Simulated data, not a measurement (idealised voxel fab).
You're looking at the process module voxel tone inversion.
The cross-section on display is named cut; it measures 205 nm wide, and its cells are 5 nm squares.
Cross-section = grid of square cells, listed top down in bands; band = one or more rows.
First you get the band's top height and its bottom height, in nm, and then the materials it's made of, left to right, with each width in nm. If you see a single material with "throughout", that one covers the band edge to edge. "blank" is empty space.
It should be noted that heights are counted from 0, beneath which the wafer as supplied is of one material throughout, and that the lowest band possesses no lower boundary but continues downward, as written in "0 and below".
Think of "30..40" as a width that walks from the first number to the second as you go down the band, top row to bottom row, taking equal-sized steps from row to row.
Where a step carries "all unchanged", the cross-section came out of it unchanged, cell for cell.
So "Closed void register" is basically the list of trapped voids: any empty space of 8 cells or more that can't reach the top through an opening. They're written width x height at distance, the distance being from the left edge, and it's all nm.
after a step's settings: what the simulator itself notes on the step
A step line may carry the setting "overlay nm", which, for steps involving a mask, states the distance by which the mask lay to the right of its intended position; negative values denote displacement to the left.
Each of the pairs that make up the rest of this document says: here is the cross-section before one process step, here is the cross-section after it, drawn only down to the lowest band that changed, and here, under the pair, is the step lying between them with its settings. Different pairs may come from different runs of this module on the same starting wafer, so a pair continues from the pair above it only where its entry headed "Pre-step section" says so.
## Pre-step section
- 0 and below  Si throughout
- Closed void register: none
## Section, Post-Step
- 10 down to 0  SiCN throughout
- Under 0: no change, same as before.
- Closed void register: none
Step lying between the two cross-sections just above: CONFORMAL_DEP with material SiCN, thk nm 10
Pre-step section: Please consult the pair immediately above; the cross-section it shows after its step is the state before this step.
## Section, Post-Step
- 25 down to 10  aC throughout
- Under 10: no change, same as before.
- Closed void register: none
Step lying between the two cross-sections just above: DIRECTIONAL_DEP with material aC, thk nm 15
Pre-step section: Please consult the pair immediately above; the cross-section it shows after its step is the state before this step.
## Section, Post-Step
- 45 down to 25  blank: 20  resist: 25  blank: 20  resist: 25  blank: 20  resist: 25  blank: 20  resist: 25  blank: 25
- Under 25: no change, same as before.
- Closed void register: none
Step lying between the two cross-sections just above: PATTERN with tone cover, mask id POSTS, material resist, width nm 25, pitch nm 45, thk nm 20, overlay nm 0
Pre-step section: Please consult the pair immediately above; the cross-section it shows after its step is the state before this step.
## Section, Post-Step
- 30 down to 25  blank: 20  resist: 25  blank: 20  resist: 25  blank: 20  resist: 25  blank: 20  resist: 25  blank: 25
- 25 down to 10  blank: 20  aC: 25  blank: 20  aC: 25  blank: 20  aC: 25  blank: 20  aC: 25  blank: 25
- Under 10: no change, same as before.
- Closed void register: none
Step lying between the two cross-sections just above: DIRECTIONAL_ETCH with etch materials aC, depth nm 15
Pre-step section: Please consult the pair immediately above; the cross-section it shows after its step is the state before this step.
## Section, Post-Step
- 25 down to 10  blank: 20  aC: 25  blank: 20  aC: 25  blank: 20  aC: 25  blank: 20  aC: 25  blank: 25
- Under 10: no change, same as before.
- Closed void register: none
Step lying between the two cross-sections just above: STRIP with etch materials resist
Pre-step section: Please consult the pair immediately above; the cross-section it shows after its step is the state before this step.
## Section, Post-Step
- 35 down to 25  SiO2 throughout
- 25 down to 10  SiO2: 20  aC: 25  SiO2: 20  aC: 25  SiO2: 20  aC: 25  SiO2: 20  aC: 25  SiO2: 25
- Under 10: no change, same as before.
- Closed void register: none
Step lying between the two cross-sections just above: FILL_DEP with material SiO2, thk nm 10
Pre-step section: Please consult the pair immediately above; the cross-section it shows after its step is the state before this step.
## Section, Post-Step
- 25 down to 10  SiO2: 20  aC: 25  SiO2: 20  aC: 25  SiO2: 20  aC: 25  SiO2: 20  aC: 25  SiO2: 25
- Under 10: no change, same as before.
- Closed void register: none
Step lying between the two cross-sections just above: CMP with height nm 25
Pre-step section: Please consult the pair immediately above; the cross-section it shows after its step is the state before this step.
## Section, Post-Step
- 25 down to 10  SiO2: 20  blank: 25  SiO2: 20  blank: 25  SiO2: 20  blank: 25  SiO2: 20  blank: 25  SiO2: 25
- Under 10: no change, same as before.
- Closed void register: none
Step lying between the two cross-sections just above: STRIP with etch materials aC
## Pre-step section
- 0 and below  Si throughout
- Closed void register: none
## Section, Post-Step
- 15 down to 0  aC throughout
- Under 0: no change, same as before.
- Closed void register: none
Step lying between the two cross-sections just above: DIRECTIONAL_DEP with material aC, thk nm 15
Pre-step section: Please consult the pair immediately above; the cross-section it shows after its step is the state before this step.
## Section, Post-Step
- 35 down to 15  blank: 20  resist: 25  blank: 20  resist: 25  blank: 20  resist: 25  blank: 20  resist: 25  blank: 25
- Under 15: no change, same as before.
- Closed void register: none
Step lying between the two cross-sections just above: PATTERN with tone cover, mask id POSTS, material resist, width nm 25, pitch nm 45, thk nm 20, overlay nm 0
Pre-step section: Please consult the pair immediately above; the cross-section it shows after its step is the state before this step.
## Section, Post-Step
- 20 down to 15  blank: 20  resist: 25  blank: 20  resist: 25  blank: 20  resist: 25  blank: 20  resist: 25  blank: 25
- 15 down to 0  blank: 20  aC: 25  blank: 20  aC: 25  blank: 20  aC: 25  blank: 20  aC: 25  blank: 25
- Under 0: no change, same as before.
- Closed void register: none
Step lying between the two cross-sections just above: DIRECTIONAL_ETCH with etch materials aC, depth nm 15
Pre-step section: Please consult the pair immediately above; the cross-section it shows after its step is the state before this step.
## Section, Post-Step
- 15 down to 0  blank: 20  aC: 25  blank: 20  aC: 25  blank: 20  aC: 25  blank: 20  aC: 25  blank: 25
- Under 0: no change, same as before.
- Closed void register: none
Step lying between the two cross-sections just above: STRIP with etch materials resist
Pre-step section: Please consult the pair immediately above; the cross-section it shows after its step is the state before this step.
## Section, Post-Step
- 25 down to 15  SiO2 throughout
- 15 down to 0  SiO2: 20  aC: 25  SiO2: 20  aC: 25  SiO2: 20  aC: 25  SiO2: 20  aC: 25  SiO2: 25
- Under 0: no change, same as before.
- Closed void register: none
Step lying between the two cross-sections just above: FILL_DEP with material SiO2, thk nm 10
## Pre-step section
- 15 down to 0  aC throughout
- 0 and below  Si throughout
- Closed void register: none
## Section, Post-Step
- 25 down to 15  SiCN throughout
- Under 15: no change, same as before.
- Closed void register: none
Step lying between the two cross-sections just above: CONFORMAL_DEP with material SiCN, thk nm 10
Pre-step section: Please consult the pair immediately above; the cross-section it shows after its step is the state before this step.
## Section, Post-Step
- 45 down to 25  blank: 20  resist: 25  blank: 20  resist: 25  blank: 20  resist: 25  blank: 20  resist: 25  blank: 25
- Under 25: no change, same as before.
- Closed void register: none
Step lying between the two cross-sections just above: PATTERN with tone cover, mask id POSTS, material resist, width nm 25, pitch nm 45, thk nm 20, overlay nm 0
Pre-step section: Please consult the pair immediately above; the cross-section it shows after its step is the state before this step.
## Section, Post-Step
- 30 down to 25  blank: 20  resist: 25  blank: 20  resist: 25  blank: 20  resist: 25  blank: 20  resist: 25  blank: 25
- Under 25: no change, same as before.
- Closed void register: none
Step lying between the two cross-sections just above: DIRECTIONAL_ETCH with etch materials aC, depth nm 15
Pre-step section: Please consult the pair immediately above; the cross-section it shows after its step is the state before this step.
## Section, Post-Step
- 25 down to 15  SiCN throughout
- Under 15: no change, same as before.
- Closed void register: none
Step lying between the two cross-sections just above: STRIP with etch materials resist
Pre-step section: Please consult the pair immediately above; the cross-section it shows after its step is the state before this step.
## Section, Post-Step
- 35 down to 25  SiO2 throughout
- Under 25: no change, same as before.
- Closed void register: none
Step lying between the two cross-sections just above: FILL_DEP with material SiO2, thk nm 10
Pre-step section: Please consult the pair immediately above; the cross-section it shows after its step is the state before this step.
## Section, Post-Step
- 25 down to 15  SiCN throughout
- Under 15: no change, same as before.
- Closed void register: none
Step lying between the two cross-sections just above: CMP with height nm 25
## Pre-step section
- 0 and below  Si throughout
- Closed void register: none
## Section, Post-Step
- 15 down to 0  SiCN throughout
- Under 0: no change, same as before.
- Closed void register: none
Step lying between the two cross-sections just above: CONFORMAL_DEP with material SiCN, thk nm 15
Pre-step section: Please consult the pair immediately above; the cross-section it shows after its step is the state before this step.
## Section, Post-Step
- 30 down to 15  aC throughout
- Under 15: no change, same as before.
- Closed void register: none
Step lying between the two cross-sections just above: DIRECTIONAL_DEP with material aC, thk nm 15
Pre-step section: Please consult the pair immediately above; the cross-section it shows after its step is the state before this step.
## Section, Post-Step
- 50 down to 30  blank: 20  resist: 25  blank: 20  resist: 25  blank: 20  resist: 25  blank: 20  resist: 25  blank: 25
- Under 30: no change, same as before.
- Closed void register: none
Step lying between the two cross-sections just above: PATTERN with tone cover, mask id POSTS, material resist, width nm 25, pitch nm 45, thk nm 20, overlay nm 0
Pre-step section: Please consult the pair immediately above; the cross-section it shows after its step is the state before this step.
## Section, Post-Step
- 35 down to 30  blank: 20  resist: 25  blank: 20  resist: 25  blank: 20  resist: 25  blank: 20  resist: 25  blank: 25
- 30 down to 15  blank: 20  aC: 25  blank: 20  aC: 25  blank: 20  aC: 25  blank: 20  aC: 25  blank: 25
- Under 15: no change, same as before.
- Closed void register: none
Step lying between the two cross-sections just above: DIRECTIONAL_ETCH with etch materials aC, depth nm 15
Pre-step section: Please consult the pair immediately above; the cross-section it shows after its step is the state before this step.
## Section, Post-Step
- 30 down to 15  blank: 20  aC: 25  blank: 20  aC: 25  blank: 20  aC: 25  blank: 20  aC: 25  blank: 25
- Under 15: no change, same as before.
- Closed void register: none
Step lying between the two cross-sections just above: STRIP with etch materials resist
Pre-step section: Please consult the pair immediately above; the cross-section it shows after its step is the state before this step.
## Section, Post-Step
- 40 down to 30  SiO2 throughout
- 30 down to 15  SiO2: 20  aC: 25  SiO2: 20  aC: 25  SiO2: 20  aC: 25  SiO2: 20  aC: 25  SiO2: 25
- Under 15: no change, same as before.
- Closed void register: none
Step lying between the two cross-sections just above: FILL_DEP with material SiO2, thk nm 10
Pre-step section: Please consult the pair immediately above; the cross-section it shows after its step is the state before this step.
## Section, Post-Step
- 25 down to 15  SiO2: 20  aC: 25  SiO2: 20  aC: 25  SiO2: 20  aC: 25  SiO2: 20  aC: 25  SiO2: 25
- Under 15: no change, same as before.
- Closed void register: none
Step lying between the two cross-sections just above: CMP with height nm 25
Pre-step section: Please consult the pair immediately above; the cross-section it shows after its step is the state before this step.
## Section, Post-Step
- 25 down to 15  SiO2: 20  blank: 25  SiO2: 20  blank: 25  SiO2: 20  blank: 25  SiO2: 20  blank: 25  SiO2: 25
- Under 15: no change, same as before.
- Closed void register: none
Step lying between the two cross-sections just above: STRIP with etch materials aC
## Pre-step section
- 25 down to 10  aC throughout
- 10 down to 0  SiCN throughout
- 0 and below  Si throughout
- Closed void register: none
## Section, Post-Step
- 45 down to 25  blank: 20  resist: 30  blank: 15  resist: 30  blank: 15  resist: 30  blank: 15  resist: 30  blank: 20
- Under 25: no change, same as before.
- Closed void register: none
Step lying between the two cross-sections just above: PATTERN with tone cover, mask id POSTS, material resist, width nm 30, pitch nm 45, thk nm 20, overlay nm 0
Pre-step section: Please consult the pair immediately above; the cross-section it shows after its step is the state before this step.
## Section, Post-Step
- 30 down to 25  blank: 20  resist: 30  blank: 15  resist: 30  blank: 15  resist: 30  blank: 15  resist: 30  blank: 20
- 25 down to 10  blank: 20  aC: 30  blank: 15  aC: 30  blank: 15  aC: 30  blank: 15  aC: 30  blank: 20
- Under 10: no change, same as before.
- Closed void register: none
Step lying between the two cross-sections just above: DIRECTIONAL_ETCH with etch materials aC, depth nm 15
Pre-step section: Please consult the pair immediately above; the cross-section it shows after its step is the state before this step.
## Section, Post-Step
- 25 down to 10  blank: 20  aC: 30  blank: 15  aC: 30  blank: 15  aC: 30  blank: 15  aC: 30  blank: 20
- Under 10: no change, same as before.
- Closed void register: none
Step lying between the two cross-sections just above: STRIP with etch materials resist
Pre-step section: Please consult the pair immediately above; the cross-section it shows after its step is the state before this step.
## Section, Post-Step
- 35 down to 25  SiO2 throughout
- 25 down to 10  SiO2: 20  aC: 30  SiO2: 15  aC: 30  SiO2: 15  aC: 30  SiO2: 15  aC: 30  SiO2: 20
- Under 10: no change, same as before.
- Closed void register: none
Step lying between the two cross-sections just above: FILL_DEP with material SiO2, thk nm 10
Pre-step section: Please consult the pair immediately above; the cross-section it shows after its step is the state before this step.
## Section, Post-Step
- 25 down to 10  SiO2: 20  aC: 30  SiO2: 15  aC: 30  SiO2: 15  aC: 30  SiO2: 15  aC: 30  SiO2: 20
- Under 10: no change, same as before.
- Closed void register: none
Step lying between the two cross-sections just above: CMP with height nm 25
Pre-step section: Please consult the pair immediately above; the cross-section it shows after its step is the state before this step.
## Section, Post-Step
- 25 down to 10  SiO2: 20  blank: 30  SiO2: 15  blank: 30  SiO2: 15  blank: 30  SiO2: 15  blank: 30  SiO2: 20
- Under 10: no change, same as before.
- Closed void register: none
Step lying between the two cross-sections just above: STRIP with etch materials aC
## Pre-step section
- 25 down to 10  aC throughout
- 10 down to 0  SiCN throughout
- 0 and below  Si throughout
- Closed void register: none
## Section, Post-Step
- 45 down to 25  blank: 30  resist: 25  blank: 20  resist: 25  blank: 20  resist: 25  blank: 20  resist: 25  blank: 15
- Under 25: no change, same as before.
- Closed void register: none
Step lying between the two cross-sections just above: PATTERN with tone cover, mask id POSTS, material resist, width nm 25, pitch nm 45, thk nm 20, overlay nm 10
Pre-step section: Please consult the pair immediately above; the cross-section it shows after its step is the state before this step.
## Section, Post-Step
- 30 down to 25  blank: 30  resist: 25  blank: 20  resist: 25  blank: 20  resist: 25  blank: 20  resist: 25  blank: 15
- 25 down to 10  blank: 30  aC: 25  blank: 20  aC: 25  blank: 20  aC: 25  blank: 20  aC: 25  blank: 15
- Under 10: no change, same as before.
- Closed void register: none
Step lying between the two cross-sections just above: DIRECTIONAL_ETCH with etch materials aC, depth nm 15
Pre-step section: Please consult the pair immediately above; the cross-section it shows after its step is the state before this step.
## Section, Post-Step
- 25 down to 10  blank: 30  aC: 25  blank: 20  aC: 25  blank: 20  aC: 25  blank: 20  aC: 25  blank: 15
- Under 10: no change, same as before.
- Closed void register: none
Step lying between the two cross-sections just above: STRIP with etch materials resist
Pre-step section: Please consult the pair immediately above; the cross-section it shows after its step is the state before this step.
## Section, Post-Step
- 35 down to 25  SiO2 throughout
- 25 down to 10  SiO2: 30  aC: 25  SiO2: 20  aC: 25  SiO2: 20  aC: 25  SiO2: 20  aC: 25  SiO2: 15
- Under 10: no change, same as before.
- Closed void register: none
Step lying between the two cross-sections just above: FILL_DEP with material SiO2, thk nm 10
Pre-step section: Please consult the pair immediately above; the cross-section it shows after its step is the state before this step.
## Section, Post-Step
- 25 down to 10  SiO2: 30  aC: 25  SiO2: 20  aC: 25  SiO2: 20  aC: 25  SiO2: 20  aC: 25  SiO2: 15
- Under 10: no change, same as before.
- Closed void register: none
Step lying between the two cross-sections just above: CMP with height nm 25
Pre-step section: Please consult the pair immediately above; the cross-section it shows after its step is the state before this step.
## Section, Post-Step
- 25 down to 10  SiO2: 30  blank: 25  SiO2: 20  blank: 25  SiO2: 20  blank: 25  SiO2: 20  blank: 25  SiO2: 15
- Under 10: no change, same as before.
- Closed void register: none
Step lying between the two cross-sections just above: STRIP with etch materials aC
## Pre-step section
- 10 down to 0  SiCN throughout
- 0 and below  Si throughout
- Closed void register: none
## Section, Post-Step
- 25 down to 0  SiCN throughout
- Under 0: no change, same as before.
- Closed void register: none
Step lying between the two cross-sections just above: DIRECTIONAL_DEP with material SiCN, thk nm 15
Pre-step section: Please consult the pair immediately above; the cross-section it shows after its step is the state before this step.
## Section, Post-Step
- 45 down to 25  blank: 20  resist: 25  blank: 20  resist: 25  blank: 20  resist: 25  blank: 20  resist: 25  blank: 25
- Under 25: no change, same as before.
- Closed void register: none
Step lying between the two cross-sections just above: PATTERN with tone cover, mask id POSTS, material resist, width nm 25, pitch nm 45, thk nm 20, overlay nm 0
Pre-step section: Please consult the pair immediately above; the cross-section it shows after its step is the state before this step.
## Section, Post-Step
- 30 down to 25  blank: 20  resist: 25  blank: 20  resist: 25  blank: 20  resist: 25  blank: 20  resist: 25  blank: 25
- Under 25: no change, same as before.
- Closed void register: none
Step lying between the two cross-sections just above: DIRECTIONAL_ETCH with etch materials aC, depth nm 15
Pre-step section: Please consult the pair immediately above; the cross-section it shows after its step is the state before this step.
## Section, Post-Step
- 25 down to 0  SiCN throughout
- Under 0: no change, same as before.
- Closed void register: none
Step lying between the two cross-sections just above: STRIP with etch materials resist
Pre-step section: Please consult the pair immediately above; the cross-section it shows after its step is the state before this step.
## Section, Post-Step
- 35 down to 25  SiO2 throughout
- Under 25: no change, same as before.
- Closed void register: none
Step lying between the two cross-sections just above: FILL_DEP with material SiO2, thk nm 10
Pre-step section: Please consult the pair immediately above; the cross-section it shows after its step is the state before this step.
## Section, Post-Step
- 25 down to 0  SiCN throughout
- Under 0: no change, same as before.
- Closed void register: none
Step lying between the two cross-sections just above: CMP with height nm 25
## Pre-step section
- 25 down to 10  aC throughout
- 10 down to 0  SiCN throughout
- 0 and below  Si throughout
- Closed void register: none
## Section, Post-Step
- 45 down to 25  resist: 20  blank: 25  resist: 20  blank: 25  resist: 20  blank: 25  resist: 20  blank: 25  resist: 25
- Under 25: no change, same as before.
- Closed void register: none
Step lying between the two cross-sections just above: PATTERN with tone open, mask id POSTS, material resist, width nm 25, pitch nm 45, thk nm 20, overlay nm 0
Pre-step section: Please consult the pair immediately above; the cross-section it shows after its step is the state before this step.
## Section, Post-Step
- 30 down to 25  resist: 20  blank: 25  resist: 20  blank: 25  resist: 20  blank: 25  resist: 20  blank: 25  resist: 25
- 25 down to 10  aC: 20  blank: 25  aC: 20  blank: 25  aC: 20  blank: 25  aC: 20  blank: 25  aC: 25
- Under 10: no change, same as before.
- Closed void register: none
Step lying between the two cross-sections just above: DIRECTIONAL_ETCH with etch materials aC, depth nm 15
Pre-step section: Please consult the pair immediately above; the cross-section it shows after its step is the state before this step.
## Section, Post-Step
- 25 down to 10  aC: 20  blank: 25  aC: 20  blank: 25  aC: 20  blank: 25  aC: 20  blank: 25  aC: 25
- Under 10: no change, same as before.
- Closed void register: none
Step lying between the two cross-sections just above: STRIP with etch materials resist
Pre-step section: Please consult the pair immediately above; the cross-section it shows after its step is the state before this step.
## Section, Post-Step
- 35 down to 25  SiO2 throughout
- 25 down to 10  aC: 20  SiO2: 25  aC: 20  SiO2: 25  aC: 20  SiO2: 25  aC: 20  SiO2: 25  aC: 25
- Under 10: no change, same as before.
- Closed void register: none
Step lying between the two cross-sections just above: FILL_DEP with material SiO2, thk nm 10
Pre-step section: Please consult the pair immediately above; the cross-section it shows after its step is the state before this step.
## Section, Post-Step
- 25 down to 10  aC: 20  SiO2: 25  aC: 20  SiO2: 25  aC: 20  SiO2: 25  aC: 20  SiO2: 25  aC: 25
- Under 10: no change, same as before.
- Closed void register: none
Step lying between the two cross-sections just above: CMP with height nm 25
Pre-step section: Please consult the pair immediately above; the cross-section it shows after its step is the state before this step.
## Section, Post-Step
- 25 down to 10  blank: 20  SiO2: 25  blank: 20  SiO2: 25  blank: 20  SiO2: 25  blank: 20  SiO2: 25  blank: 25
- Under 10: no change, same as before.
- Closed void register: none
Step lying between the two cross-sections just above: STRIP with etch materials aC
